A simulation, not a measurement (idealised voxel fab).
Presented below is a process module, voxel air gaps.
In the cross-section labelled cut, the width is 175 nm and each square cell is 5 nm.
Cross-section = grid of square cells, listed top down in bands; band = one or more rows. For a band, the entry starts with two heights in nm, that of the top and then that of the bottom, and carries on with the band's materials in order from left to right, each alongside its width in nm; the word "all across" beside a single material means it fills the band edge to edge, and "air" means empty space. Measure heights from 0. That's the level where, below it, the as-received wafer is all one material. The lowest band is bottomless and extends downward; write it as in "0 down". It should be noted that a width expressed as "30..40" varies in equal increments from row to row of cells within the band, taking the value of the first number at the top row and that of the second number at the bottom row. A step reported as "changes: none" is a step in which no cell of the cross-section changed. The entry "Completely enclosed voids" lists the empty spaces that cover at least 8 cells and have no open path to the top. Each is written as width x height at distance, where the distance is measured from the left edge and all three values are in nm. It should be noted that, on the line of a given step, the content following the step's settings is a remark produced by the simulator itself with respect to that step. overlay nm: how far to the right of its planned place the mask lay on this masked step (negative: to the left).
PLANNED PROCESS STEPS
1,op RECEIVE | material Si
2,op CONFORMAL_DEP | material SiO2 | thk nm 15
3,op CONFORMAL_DEP | material SiN | thk nm 5
4,op DIRECTIONAL_DEP | material SiO2 | thk nm 30
5,op MASKED_ETCH | tone open | mask id LINES | width nm 15 | pitch nm 40 | etch materials SiO2 | depth nm 30 | overlay nm 0
6,op CONFORMAL_DEP | material TiN | thk nm 5
7,op FILL_DEP | material W | thk nm 10
8,op CMP | height nm 50
9,op EPI | material Ru | thk nm 10
10,op SELECTIVE_ETCH | etch materials SiO2 | depth nm 40
11,op CONFORMAL_DEP | material SiN | thk nm 5
Where the wafers of this document differ is in the thk nm of step 3; they start out the same, and the plan states the value that applied to the first wafer.
FIRST OF SEVERAL WAFERS (AS RECEIVED, POST STEP 1), CROSS-SECTIONAL VIEW
	0 down = Si all across
	Completely enclosed voids: none
CROSS-SECTION OF THE FIRST OF SEVERAL WAFERS, TAKEN AFTER STEP 11, WHERE THE MODULE ENDS
	65 to 60 = air 5 nm  SiN 165 nm  air 5 nm
	60 to 50 = air 5 nm  SiN 5 nm  Ru 35 nm  SiN 5 nm  Ru 35 nm  SiN 5 nm  Ru 35 nm  SiN 5 nm  Ru 35 nm  SiN 5 nm  air 5 nm
	50 to 45 = air 5 nm  SiN 15 nm  TiN 5 nm  W 5 nm  TiN 5 nm  SiN 25 nm  TiN 5 nm  W 5 nm  TiN 5 nm  SiN 25 nm  TiN 5 nm  W 5 nm  TiN 5 nm  SiN 25 nm  TiN 5 nm  W 5 nm  TiN 5 nm  SiN 15 nm  air 5 nm
	45 to 25 = air 15 nm  SiN 5 nm  TiN 5 nm  W 5 nm  TiN 5 nm  SiN 5 nm  air 15 nm  SiN 5 nm  TiN 5 nm  W 5 nm  TiN 5 nm  SiN 5 nm  air 15 nm  SiN 5 nm  TiN 5 nm  W 5 nm  TiN 5 nm  SiN 5 nm  air 15 nm  SiN 5 nm  TiN 5 nm  W 5 nm  TiN 5 nm  SiN 5 nm  air 15 nm
	25 to 20 = SiN 20 nm  TiN 15 nm  SiN 25 nm  TiN 15 nm  SiN 25 nm  TiN 15 nm  SiN 25 nm  TiN 15 nm  SiN 20 nm
	20 to 15 = SiN all across
	15 to 0 = SiO2 all across
	0 down = Si all across
	Completely enclosed voids: 15 x 20 at 40; 15 x 20 at 80; 15 x 20 at 120
FINAL WAFER OF SEVERAL, SHOWN IN CROSS-SECTION AT THE END OF THE MODULE
	65 to 60 = air 5 nm  SiN 165 nm  air 5 nm
	60 to 50 = air 5 nm  SiN 5 nm  Ru 35 nm  SiN 5 nm  Ru 35 nm  SiN 5 nm  Ru 35 nm  SiN 5 nm  Ru 35 nm  SiN 5 nm  air 5 nm
	50 to 45 = air 5 nm  SiN 15 nm  TiN 5 nm  W 5 nm  TiN 5 nm  SiN 25 nm  TiN 5 nm  W 5 nm  TiN 5 nm  SiN 25 nm  TiN 5 nm  W 5 nm  TiN 5 nm  SiN 25 nm  TiN 5 nm  W 5 nm  TiN 5 nm  SiN 15 nm  air 5 nm
	45 to 40 = air 15 nm  SiN 5 nm  TiN 5 nm  W 5 nm  TiN 5 nm  SiN 5 nm  air 15 nm  SiN 5 nm  TiN 5 nm  W 5 nm  TiN 5 nm  SiN 5 nm  air 15 nm  SiN 5 nm  TiN 5 nm  W 5 nm  TiN 5 nm  SiN 5 nm  air 15 nm  SiN 5 nm  TiN 5 nm  W 5 nm  TiN 5 nm  SiN 5 nm  air 15 nm
	40 to 35 = SiN 20 nm  TiN 15 nm  SiN 25 nm  TiN 15 nm  SiN 25 nm  TiN 15 nm  SiN 25 nm  TiN 15 nm  SiN 20 nm
	35 to 15 = SiN all across
	15 to 0 = SiO2 all across
	0 down = Si all across
	Completely enclosed voids: none
HERE IS HOW TO READ THE ROWS: EVERY WAFER HAS A ROW, AND IT SHOWS THE WAFER AT THE END OF THE MODULE, GIVING FOR EACH MATERIAL HOW MANY CELLS WERE GAINED (+) OR LOST (-) SINCE THE WAFER WAS RECEIVED, THEN LISTING ITS CLOSED VOIDS
thk nm 5, +56 Ru, +154 SiN, +105 SiO2, +52 TiN, +20 W, Completely enclosed voids: 15 x 20 at 40; 15 x 20 at 80; 15 x 20 at 120
thk nm 10, +56 Ru, +181 SiN, +105 SiO2, +44 TiN, +16 W, Completely enclosed voids: 15 x 15 at 40; 15 x 15 at 80; 15 x 15 at 120
thk nm 15, +56 Ru, +208 SiN, +105 SiO2, +36 TiN, +12 W, Completely enclosed voids: none
thk nm 20, +56 Ru, +235 SiN, +105 SiO2, +28 TiN, +8 W, Completely enclosed voids: none
